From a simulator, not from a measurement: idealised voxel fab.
Process module in this document: voxel fin reveal
The figure presents cross-section cut, which has a width of 230 nm and is divided into square cells with an edge length of 5 nm.
Cross-section format: a grid of square cells, given as bands from top to bottom; each band is one or more rows of cells.
Read a band's entry like this: the first values are the height of its top and the height of its bottom in nm, and what follows is the sequence of materials from left to right, each with its width in nm. Note that "blank" is empty space, and that a single material marked "full width" reaches across the band from edge to edge.
Below 0: as-received wafer, all one material; heights counted from there. Lowest band: no bottom, goes on down, written "top 0, no bottom".
Note: "30 to 40" means the width goes from the first number (top row of the band) to the second number (bottom row) in equal steps per row of cells.
Step note "no change" = no cross-section cell changed.
Empty spaces counting at least 8 cells and having no open way to the top are listed in "Enclosed void inventory". The notation width x height at distance is used for each, the distance being from the left edge and all three values in nm.
Where a step's line continues beyond its settings, the continuation is a remark by the simulator itself on that step.
If you see "overlay nm" on a step's line and that step has a mask, it's telling you how far right of where it was planned the mask ended up; a negative number means it went left instead.
These are the steps we planned for the process
step 1: RECEIVE [material Si]
step 2: CONFORMAL_DEP [material SiN] [thk nm 5]
step 3: MASKED_ETCH [tone cover] [mask id FINS] [width nm 15] [pitch nm 35] [etch materials SiN] [depth nm 5] [overlay nm 0]
step 4: MASKED_ETCH [tone cover] [mask id FINS] [width nm 15] [pitch nm 35] [etch materials Si] [depth nm 30] [overlay nm 0]
step 5: OXIDIZE [depth nm 5]
step 6: FILL_DEP [material SiO2] [thk nm 5]
step 7: CMP [height nm 5]
step 8: SELECTIVE_ETCH [etch materials SiO2] [depth nm 25]
step 9: STRIP [etch materials SiN]
What sets these wafers apart? The thk nm at step 2. They all start alike, and the plan carries the first wafer's value.
Cross-section of the first of several wafers as received (after step 1)
* top 0, no bottom | Si full width
* Enclosed void inventory: none
After the module's final step, step 9: the first of several wafers in cross-section
* top 0, bottom -20 | blank: 95 / Si: 5 / blank: 30 / Si: 5 / blank: 95
* top -20, bottom -35 | SiO2: 95 / Si: 5 / SiO2: 30 / Si: 5 / SiO2: 95
* top -35, no bottom | Si full width
* Enclosed void inventory: none
X-section, last wafer, module end
* top 0, no bottom | Si full width
* Enclosed void inventory: none
Per wafer (row), end of module: delta in cells per material since receipt, (+) for gained, (-) for lost; closed voids after that
thk nm 5 | -308 Si | +132 SiO2 | Enclosed void inventory: none
thk nm 10 | every last cell of the cross-section is the same as before | Enclosed void inventory: none
thk nm 15 | every last cell of the cross-section is the same as before | Enclosed void inventory: none
thk nm 20 | every last cell of the cross-section is the same as before | Enclosed void inventory: none
